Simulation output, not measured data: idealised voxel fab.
process module | voxel ribs on slabs
cross-section cut | 150 nm wide | cells 5 nm
A cross-section is a grid of square cells, given in bands from the top down. A band is one or more rows of cells.
Each band's line starts with the height of the band's top and of its bottom, in nm. Then come its materials from left to right, each with its width in nm. One material with "throughout" fills the band from edge to edge. "air" is empty space.
Height 0 is the level under which the wafer as received is all one material. The lowest band goes on downwards, as in "0 down".
A width such as "30 to 40" changes by the same amount from each row of cells to the next, from the band's top row to its bottom row.
"no change" after a step means that no cell of the cross-section changed.
closed voids: empty space of 8 cells or more with no open way to the top, each as width x height at its distance from the left edge, in nm
after a step's settings: what the simulator itself notes on the step
overlay nm, on a step with a mask: how far to the right of its planned place the mask lay; to the left if negative
plan
1 op RECEIVE | material Si
2 op DIRECTIONAL_DEP | material SiO2 | thk nm 25
3 op DIRECTIONAL_DEP | material polySi | thk nm 25
4 op MASKED_ETCH | tone cover | mask id RIB | width nm 20 | etch materials polySi | depth nm 5 | overlay nm 0
5 op MASKED_ETCH | tone cover | mask id SLAB | width nm 50 | etch materials polySi | depth nm 20 | overlay nm 0
6 op FILL_DEP | material SiO2 | thk nm 25
7 op CMP | height nm 65
8 op DIRECTIONAL_DEP | material W | thk nm 5
9 op DIRECTIONAL_DEP | material aC | thk nm 10
10 op PATTERN | tone cover | mask id HEATER | material resist | width nm 30 | thk nm 25 | overlay nm 0
11 op DIRECTIONAL_ETCH | etch materials aC | depth nm 10
12 op STRIP | etch materials resist
13 op DIRECTIONAL_ETCH | etch materials W | depth nm 5
14 op STRIP | etch materials aC
15 op CONFORMAL_DEP | material SiN | thk nm 5
as received, after step 1
  0 down: Si throughout
  closed voids: none
first wafer at the end, as planned
  75 to 70: air 55 | SiN 40 | air 55
  70 to 65: SiN 60 | W 30 | SiN 60
  65 to 50: SiO2 throughout
  50 to 45: SiO2 65 | polySi 20 | SiO2 65
  45 to 25: SiO2 50 | polySi 50 | SiO2 50
  25 to 0: SiO2 throughout
  0 down: Si throughout
  closed voids: none
second wafer at the end: like start, like plan, one mistake
  75 to 70: air 55 | SiN 40 | air 55
  70 to 65: SiN 60 | W 30 | SiN 60
  65 to 50: SiO2 throughout
  50 to 45: SiO2 65 | polySi 20 | SiO2 65
  45 to 25: SiO2 50 | polySi 55 | SiO2 45
  25 to 0: SiO2 throughout
  0 down: Si throughout
  closed voids: none
what went wrong: step 5 ran as: op MASKED_ETCH | tone cover | mask id SLAB | width nm 55 | etch materials polySi | depth nm 20 | overlay nm 0
at the end the second wafer has, in cells: 4 fewer of SiO2 | 4 more of polySi
